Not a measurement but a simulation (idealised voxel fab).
You're looking at the process module voxel self aligned contacts.
Displayed cross-section: cut, width of 180 nm, square cells sized 5 nm.
Square cells in a grid make up a cross-section in this document, and the grid is given as bands, listed from the top down, each one or more rows of cells. The entry gives the band's vertical extent as a top height and a bottom height in nm, then its horizontal make-up as materials from left to right, each with a width in nm. "blank" stands for empty space; a single material marked "full width" fills the band edge to edge. Heads up on the height convention: 0 is the point under which the incoming wafer is all one material, and the lowest band has no bottom, it just keeps going down, like "top 0, no bottom". When a width is written as two numbers, as in "30..40", the first number is the width in the top row of cells of the band and the second is the width in its bottom row, and the width changes by the same amount from each row to the next. Where the words "stayed the same" appear for a step, the cross-section shows no cell changed by that step; every cell remained as before. Each empty space that has no open way to the top and spans at least 8 cells appears under "Closed void inventory" as width x height at distance, the distance counted from the left edge, all in nm. That trailing text on a step's line, after the settings, is the simulator's own remark on the step. The optional step-line setting "overlay nm" applies to steps with a mask and quantifies how far to the right of its planned location the mask lay, a negative value indicating leftward placement.

[The steps planned for the process are as follows]
1: RECEIVE | material Si
2: OXIDIZE | depth nm 5
3: DIRECTIONAL_DEP | material polySi | thk nm 20
4: DIRECTIONAL_DEP | material SiN | thk nm 20
5: MASKED_ETCH | tone cover | mask id GATE | width nm 25 | pitch nm 60 | etch materials SiN | depth nm 20 | overlay nm 0
6: MASKED_ETCH | tone cover | mask id GATE | width nm 25 | pitch nm 60 | etch materials polySi | depth nm 20 | overlay nm 0
7: CONFORMAL_DEP | material SiN | thk nm 5
8: DIRECTIONAL_ETCH | etch materials SiN | depth nm 5
9: FILL_DEP | material SiO2 | thk nm 15
10: CMP | height nm 45
11: PATTERN | tone open | mask id CONTACT | material resist | width nm 45 | pitch nm 60 | thk nm 15 | overlay nm 0
12: DIRECTIONAL_ETCH | etch materials SiO2 | depth nm 50
13: STRIP | etch materials resist
14: CONFORMAL_DEP | material TiN | thk nm 5
15: FILL_DEP | material Ru | thk nm 10
16: CMP | height nm 45
17: CONFORMAL_DEP | material SiCN | thk nm 5

[First of two wafers, with the run carried out as planned]

[This is the cross-section of the wafer as we received it, i.e. after step 1]
* top 0, no bottom  Si full width
* Closed void inventory: none

[After step 2, in cross-section]
* top 0, bottom -5  SiO2 full width
* Beneath the level -5, the cross-section is identical to its previous state.

[After step 3, in cross-section]
* top 20, bottom 0  polySi full width
* Beneath the level 0, the cross-section is identical to its previous state.

[After step 4, in cross-section]
* top 40, bottom 20  SiN full width
* Beneath the level 20, the cross-section is identical to its previous state.

[After step 5, in cross-section]
* top 40, bottom 20  15 nm blank, then 25 nm SiN, then 35 nm blank, then 25 nm SiN, then 35 nm blank, then 25 nm SiN, then 20 nm blank
* Beneath the level 20, the cross-section is identical to its previous state.

[After step 6, in cross-section]
* top 40, bottom 20  15 nm blank, then 25 nm SiN, then 35 nm blank, then 25 nm SiN, then 35 nm blank, then 25 nm SiN, then 20 nm blank
* top 20, bottom 0  15 nm blank, then 25 nm polySi, then 35 nm blank, then 25 nm polySi, then 35 nm blank, then 25 nm polySi, then 20 nm blank
* Beneath the level 0, the cross-section is identical to its previous state.

[After step 7, in cross-section]
* top 45, bottom 20  10 nm blank, then 35 nm SiN, then 25 nm blank, then 35 nm SiN, then 25 nm blank, then 35 nm SiN, then 15 nm blank
* top 20, bottom 5  10 nm blank, then 5 nm SiN, then 25 nm polySi, then 5 nm SiN, then 25 nm blank, then 5 nm SiN, then 25 nm polySi, then 5 nm SiN, then 25 nm blank, then 5 nm SiN, then 25 nm polySi, then 5 nm SiN, then 15 nm blank
* top 5, bottom 0  15 nm SiN, then 25 nm polySi, then 35 nm SiN, then 25 nm polySi, then 35 nm SiN, then 25 nm polySi, then 20 nm SiN
* Beneath the level 0, the cross-section is identical to its previous state.

[After step 8, in cross-section]
* top 40, bottom 20  10 nm blank, then 35 nm SiN, then 25 nm blank, then 35 nm SiN, then 25 nm blank, then 35 nm SiN, then 15 nm blank
* top 20, bottom 0  10 nm blank, then 5 nm SiN, then 25 nm polySi, then 5 nm SiN, then 25 nm blank, then 5 nm SiN, then 25 nm polySi, then 5 nm SiN, then 25 nm blank, then 5 nm SiN, then 25 nm polySi, then 5 nm SiN, then 15 nm blank
* Beneath the level 0, the cross-section is identical to its previous state.

[After step 9, in cross-section]
* top 55, bottom 40  SiO2 full width
* top 40, bottom 20  10 nm SiO2, then 35 nm SiN, then 25 nm SiO2, then 35 nm SiN, then 25 nm SiO2, then 35 nm SiN, then 15 nm SiO2
* top 20, bottom 0  10 nm SiO2, then 5 nm SiN, then 25 nm polySi, then 5 nm SiN, then 25 nm SiO2, then 5 nm SiN, then 25 nm polySi, then 5 nm SiN, then 25 nm SiO2, then 5 nm SiN, then 25 nm polySi, then 5 nm SiN, then 15 nm SiO2
* Beneath the level 0, the cross-section is identical to its previous state.

[After step 10, in cross-section]
* top 45, bottom 40  SiO2 full width
* Beneath the level 40, the cross-section is identical to its previous state.

[After step 11, in cross-section]
* top 60, bottom 45  35 nm resist, then 45 nm blank, then 15 nm resist, then 45 nm blank, then 40 nm resist
* Beneath the level 45, the cross-section is identical to its previous state.

[After step 12, in cross-section]
* top 60, bottom 45  35 nm resist, then 45 nm blank, then 15 nm resist, then 45 nm blank, then 40 nm resist
* top 45, bottom 40  35 nm SiO2, then 45 nm blank, then 15 nm SiO2, then 45 nm blank, then 40 nm SiO2
* top 40, bottom 20  10 nm SiO2, then 35 nm SiN, then 25 nm blank, then 35 nm SiN, then 25 nm blank, then 35 nm SiN, then 15 nm SiO2
* top 20, bottom 0  10 nm SiO2, then 5 nm SiN, then 25 nm polySi, then 5 nm SiN, then 25 nm blank, then 5 nm SiN, then 25 nm polySi, then 5 nm SiN, then 25 nm blank, then 5 nm SiN, then 25 nm polySi, then 5 nm SiN, then 15 nm SiO2
* top 0, bottom -5  45 nm SiO2, then 25 nm blank, then 35 nm SiO2, then 25 nm blank, then 50 nm SiO2
* Beneath the level -5, the cross-section is identical to its previous state.

[After step 13, in cross-section]
* top 45, bottom 40  35 nm SiO2, then 45 nm blank, then 15 nm SiO2, then 45 nm blank, then 40 nm SiO2
* Beneath the level 40, the cross-section is identical to its previous state.

[After step 14, in cross-section]
* top 50, bottom 45  40 nm TiN, then 35 nm blank, then 25 nm TiN, then 35 nm blank, then 45 nm TiN
* top 45, bottom 40  35 nm SiO2, then 15 nm TiN, then 15 nm blank, then 15 nm TiN, then 15 nm SiO2, then 15 nm TiN, then 15 nm blank, then 15 nm TiN, then 40 nm SiO2
* top 40, bottom 20  10 nm SiO2, then 35 nm SiN, then 5 nm TiN, then 15 nm blank, then 5 nm TiN, then 35 nm SiN, then 5 nm TiN, then 15 nm blank, then 5 nm TiN, then 35 nm SiN, then 15 nm SiO2
* top 20, bottom 0  10 nm SiO2, then 5 nm SiN, then 25 nm polySi, then 5 nm SiN, then 5 nm TiN, then 15 nm blank, then 5 nm TiN, then 5 nm SiN, then 25 nm polySi, then 5 nm SiN, then 5 nm TiN, then 15 nm blank, then 5 nm TiN, then 5 nm SiN, then 25 nm polySi, then 5 nm SiN, then 15 nm SiO2
* top 0, bottom -5  45 nm SiO2, then 25 nm TiN, then 35 nm SiO2, then 25 nm TiN, then 50 nm SiO2
* Beneath the level -5, the cross-section is identical to its previous state.

[After step 15, in cross-section]
* top 60, bottom 50  Ru full width
* top 50, bottom 45  40 nm TiN, then 35 nm Ru, then 25 nm TiN, then 35 nm Ru, then 45 nm TiN
* top 45, bottom 40  35 nm SiO2, then 15 nm TiN, then 15 nm Ru, then 15 nm TiN, then 15 nm SiO2, then 15 nm TiN, then 15 nm Ru, then 15 nm TiN, then 40 nm SiO2
* top 40, bottom 20  10 nm SiO2, then 35 nm SiN, then 5 nm TiN, then 15 nm Ru, then 5 nm TiN, then 35 nm SiN, then 5 nm TiN, then 15 nm Ru, then 5 nm TiN, then 35 nm SiN, then 15 nm SiO2
* top 20, bottom 0  10 nm SiO2, then 5 nm SiN, then 25 nm polySi, then 5 nm SiN, then 5 nm TiN, then 15 nm Ru, then 5 nm TiN, then 5 nm SiN, then 25 nm polySi, then 5 nm SiN, then 5 nm TiN, then 15 nm Ru, then 5 nm TiN, then 5 nm SiN, then 25 nm polySi, then 5 nm SiN, then 15 nm SiO2
* Beneath the level 0, the cross-section is identical to its previous state.

[After step 16, in cross-section]
* top 45, bottom 40  35 nm SiO2, then 15 nm TiN, then 15 nm Ru, then 15 nm TiN, then 15 nm SiO2, then 15 nm TiN, then 15 nm Ru, then 15 nm TiN, then 40 nm SiO2
* Beneath the level 40, the cross-section is identical to its previous state.

[After step 17, in cross-section]
* top 50, bottom 45  SiCN full width
* Beneath the level 45, the cross-section is identical to its previous state.

[Second wafer, same starting conditions and recipe as the first, one mistake in executing it, nothing differs from the first up to and including step 8]

[Second wafer, sectioned view, at step 9's planned end time]
* top 55, bottom 40  polySi full width
* top 40, bottom 20  10 nm polySi, then 35 nm SiN, then 25 nm polySi, then 35 nm SiN, then 25 nm polySi, then 35 nm SiN, then 15 nm polySi
* top 20, bottom 0  10 nm polySi, then 5 nm SiN, then 25 nm polySi, then 5 nm SiN, then 25 nm polySi, then 5 nm SiN, then 25 nm polySi, then 5 nm SiN, then 25 nm polySi, then 5 nm SiN, then 25 nm polySi, then 5 nm SiN, then 15 nm polySi
* Beneath the level 0, the cross-section is identical to its previous state.

[Second wafer, sectioned view, at step 10's planned end time]
* top 45, bottom 40  polySi full width
* Beneath the level 40, the cross-section is identical to its previous state.

[Second wafer, sectioned view, at step 11's planned end time]
* top 60, bottom 45  35 nm resist, then 45 nm blank, then 15 nm resist, then 45 nm blank, then 40 nm resist
* Beneath the level 45, the cross-section is identical to its previous state.

Second wafer, sectioned view, at step 12's planned end time: stayed the same

[Second wafer, sectioned view, at step 13's planned end time]
* top 45, bottom 40  polySi full width
* Beneath the level 40, the cross-section is identical to its previous state.

[Second wafer, sectioned view, at step 14's planned end time]
* top 50, bottom 45  TiN full width
* Beneath the level 45, the cross-section is identical to its previous state.

[Second wafer, sectioned view, at step 15's planned end time]
* top 60, bottom 50  Ru full width
* Beneath the level 50, the cross-section is identical to its previous state.

[Second wafer, sectioned view, at step 16's planned end time]
* top 45, bottom 40  polySi full width
* Beneath the level 40, the cross-section is identical to its previous state.

[Second wafer, sectioned view, at step 17's planned end time]
* top 50, bottom 45  SiCN full width
* Beneath the level 45, the cross-section is identical to its previous state.
It is concluded that the wafer was processed incorrectly with respect to the plan, in that in deviation from the planned setting, step 9 was conducted as FILL_DEP | material polySi | thk nm 15
Counted in cells at the end, the second wafer holds more or fewer of these materials than the first: Ru: 54 fewer; SiO2: 48 fewer; TiN: 54 fewer; polySi: 156 more
